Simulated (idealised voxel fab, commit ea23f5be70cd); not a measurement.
process module | voxel transistor to metal
cross-section cut | 175 nm wide | cells 5 nm
A cross-section is a grid of square cells, given in bands from the top down. A band is one or more rows of cells.
Each band's line starts with the height of the band's top and of its bottom, in nm. Then come its materials from left to right, each with its width in nm. One material with "throughout" fills the band from edge to edge. "air" is empty space.
Height 0 is the level under which the wafer as received is all one material. The lowest band goes on downwards, as in "0 down".
A width such as "30 to 40" changes by the same amount from each row of cells to the next, from the band's top row to its bottom row.
"no change" after a step means that no cell of the cross-section changed.
closed voids: empty space of 8 cells or more with no open way to the top, each as width x height at its distance from the left edge, in nm
after a step's settings: what the simulator itself notes on the step
overlay nm, on a step with a mask: how far to the right of its planned place the mask lay; to the left if negative
plan
1 op RECEIVE | material Si
2 op OXIDIZE | depth nm 5
3 op CONFORMAL_DEP | material SiN | thk nm 10
4 op DIRECTIONAL_DEP | material aC | thk nm 10
5 op PATTERN | tone cover | mask id ACTIVE | material resist | width nm 105 | thk nm 30 | overlay nm 0
6 op DIRECTIONAL_ETCH | etch materials aC | depth nm 10
7 op STRIP | etch materials resist
8 op DIRECTIONAL_ETCH | etch materials SiN | depth nm 10
9 op DIRECTIONAL_ETCH | etch materials SiO2 | depth nm 5
10 op DIRECTIONAL_ETCH | etch materials Si | depth nm 25
11 op STRIP | etch materials aC
12 op FILL_DEP | material SiO2 | thk nm 15
13 op CMP | height nm 10
14 op SELECTIVE_ETCH | etch materials SiO2 | depth nm 5
15 op STRIP | etch materials SiN
16 op SELECTIVE_ETCH | etch materials SiO2 | depth nm 5
17 op OXIDIZE | depth nm 5
18 op DIRECTIONAL_DEP | material polySi | thk nm 30
19 op DIRECTIONAL_DEP | material SiCN | thk nm 15
20 op PATTERN | tone cover | mask id GATE | material resist | width nm 15 | thk nm 20 | overlay nm 0
21 op DIRECTIONAL_ETCH | etch materials SiCN | depth nm 25
22 op DIRECTIONAL_ETCH | etch materials polySi | depth nm 40
23 op STRIP | etch materials resist
24 op CONFORMAL_DEP | material SiO2 | thk nm 5
25 op DIRECTIONAL_ETCH | etch materials SiO2 | depth nm 5
26 op CONFORMAL_DEP | material SiN | thk nm 10
27 op DIRECTIONAL_ETCH | etch materials SiN | depth nm 10
28 op DIRECTIONAL_ETCH | etch materials SiO2 | depth nm 5
29 op DIRECTIONAL_ETCH | etch materials Si | depth nm 15
30 op EPI | material pSi | thk nm 20
31 op FILL_DEP | material SiO2 | thk nm 5
32 op CMP | height nm 40
33 op DIRECTIONAL_DEP | material SiO2 | thk nm 15
34 op PATTERN | tone open | mask id CONTACT | material resist | width nm 20 | pitch nm 65 | thk nm 20 | overlay nm 0
35 op DIRECTIONAL_ETCH | etch materials SiO2 | depth nm 45
36 op STRIP | etch materials resist
37 op CONFORMAL_DEP | material TiN | thk nm 5
38 op FILL_DEP | material Ru | thk nm 5
39 op CMP | height nm 55
40 op DIRECTIONAL_DEP | material TiN | thk nm 5
41 op DIRECTIONAL_DEP | material Ru | thk nm 25
42 op PATTERN | tone cover | mask id METAL_1 | material resist | width nm 20 | pitch nm 65 | thk nm 20 | overlay nm -15
43 op DIRECTIONAL_ETCH | etch materials Ru | depth nm 25
44 op DIRECTIONAL_ETCH | etch materials TiN | depth nm 5
45 op STRIP | etch materials resist
46 op FILL_DEP | material SiO2 | thk nm 5
47 op CMP | height nm 85
48 op CONFORMAL_DEP | material SiN | thk nm 5
varied across the wafers: overlay nm of step 42. The plan shows the first wafer's value. All wafers start alike
first wafer as received, after step 1
  0 down: Si throughout
  closed voids: none
first wafer at the end, after step 48
  90 to 85: SiN throughout
  85 to 60: SiO2 30 | Ru 20 | SiO2 45 | Ru 20 | SiO2 60
  60 to 55: SiO2 30 | TiN 20 | SiO2 45 | TiN 20 | SiO2 60
  55 to 40: SiO2 45 | TiN 5 | Ru 10 | TiN 5 | SiO2 45 | TiN 5 | Ru 10 | TiN 5 | SiO2 45
  40 to 25: SiO2 45 | TiN 5 | Ru 10 | TiN 5 | SiN 10 | SiO2 5 | SiCN 15 | SiO2 5 | SiN 10 | TiN 5 | Ru 10 | TiN 5 | SiO2 45
  25 to 15: SiO2 45 | TiN 5 | Ru 10 | TiN 5 | SiN 10 | SiO2 5 | polySi 15 | SiO2 5 | SiN 10 | TiN 5 | Ru 10 | TiN 5 | SiO2 45
  15 to 10: SiO2 45 | TiN 20 | SiN 10 | SiO2 5 | polySi 15 | SiO2 5 | SiN 10 | TiN 20 | SiO2 45
  10 to 0: SiO2 35 | pSi 30 | SiN 10 | SiO2 5 | polySi 15 | SiO2 5 | SiN 10 | pSi 30 | SiO2 35
  0 to -5: SiO2 35 | SiN 10 | pSi 20 | SiN 10 | SiO2 5 | polySi 15 | SiO2 5 | SiN 10 | pSi 20 | SiN 10 | SiO2 35
  -5 to -10: SiO2 45 | pSi 20 | SiO2 45 | pSi 20 | SiO2 45
  -10 to -25: SiO2 35 | Si 10 | pSi 20 | Si 45 | pSi 20 | Si 10 | SiO2 35
  -25 to -30: SiO2 35 | Si 105 | SiO2 35
  -30 down: Si throughout
  closed voids: none
last wafer at the end
  90 to 85: SiN throughout
  85 to 60: SiO2 60 | Ru 20 | SiO2 45 | Ru 20 | SiO2 30
  60 to 55: SiO2 60 | TiN 20 | SiO2 45 | TiN 20 | SiO2 30
  55 to 40: SiO2 45 | TiN 5 | Ru 10 | TiN 5 | SiO2 45 | TiN 5 | Ru 10 | TiN 5 | SiO2 45
  40 to 25: SiO2 45 | TiN 5 | Ru 10 | TiN 5 | SiN 10 | SiO2 5 | SiCN 15 | SiO2 5 | SiN 10 | TiN 5 | Ru 10 | TiN 5 | SiO2 45
  25 to 15: SiO2 45 | TiN 5 | Ru 10 | TiN 5 | SiN 10 | SiO2 5 | polySi 15 | SiO2 5 | SiN 10 | TiN 5 | Ru 10 | TiN 5 | SiO2 45
  15 to 10: SiO2 45 | TiN 20 | SiN 10 | SiO2 5 | polySi 15 | SiO2 5 | SiN 10 | TiN 20 | SiO2 45
  10 to 0: SiO2 35 | pSi 30 | SiN 10 | SiO2 5 | polySi 15 | SiO2 5 | SiN 10 | pSi 30 | SiO2 35
  0 to -5: SiO2 35 | SiN 10 | pSi 20 | SiN 10 | SiO2 5 | polySi 15 | SiO2 5 | SiN 10 | pSi 20 | SiN 10 | SiO2 35
  -5 to -10: SiO2 45 | pSi 20 | SiO2 45 | pSi 20 | SiO2 45
  -10 to -25: SiO2 35 | Si 10 | pSi 20 | Si 45 | pSi 20 | Si 10 | SiO2 35
  -25 to -30: SiO2 35 | Si 105 | SiO2 35
  -30 down: Si throughout
  closed voids: none
each wafer at the end: cells of each material gained (+) or lost (-) since it was received, then its closed voids
overlay nm -15 | +72 Ru | -150 Si | +9 SiCN | +75 SiN | +494 SiO2 | +48 TiN | +64 pSi | +18 polySi | closed voids: none
overlay nm -10 | +72 Ru | -150 Si | +9 SiCN | +75 SiN | +494 SiO2 | +48 TiN | +64 pSi | +18 polySi | closed voids: none
overlay nm -5 | +72 Ru | -150 Si | +9 SiCN | +75 SiN | +494 SiO2 | +48 TiN | +64 pSi | +18 polySi | closed voids: none
overlay nm 0 | +72 Ru | -150 Si | +9 SiCN | +75 SiN | +494 SiO2 | +48 TiN | +64 pSi | +18 polySi | closed voids: none
overlay nm 5 | +72 Ru | -150 Si | +9 SiCN | +75 SiN | +494 SiO2 | +48 TiN | +64 pSi | +18 polySi | closed voids: none
overlay nm 10 | +72 Ru | -150 Si | +9 SiCN | +75 SiN | +494 SiO2 | +48 TiN | +64 pSi | +18 polySi | closed voids: none
overlay nm 15 | +72 Ru | -150 Si | +9 SiCN | +75 SiN | +494 SiO2 | +48 TiN | +64 pSi | +18 polySi | closed voids: none
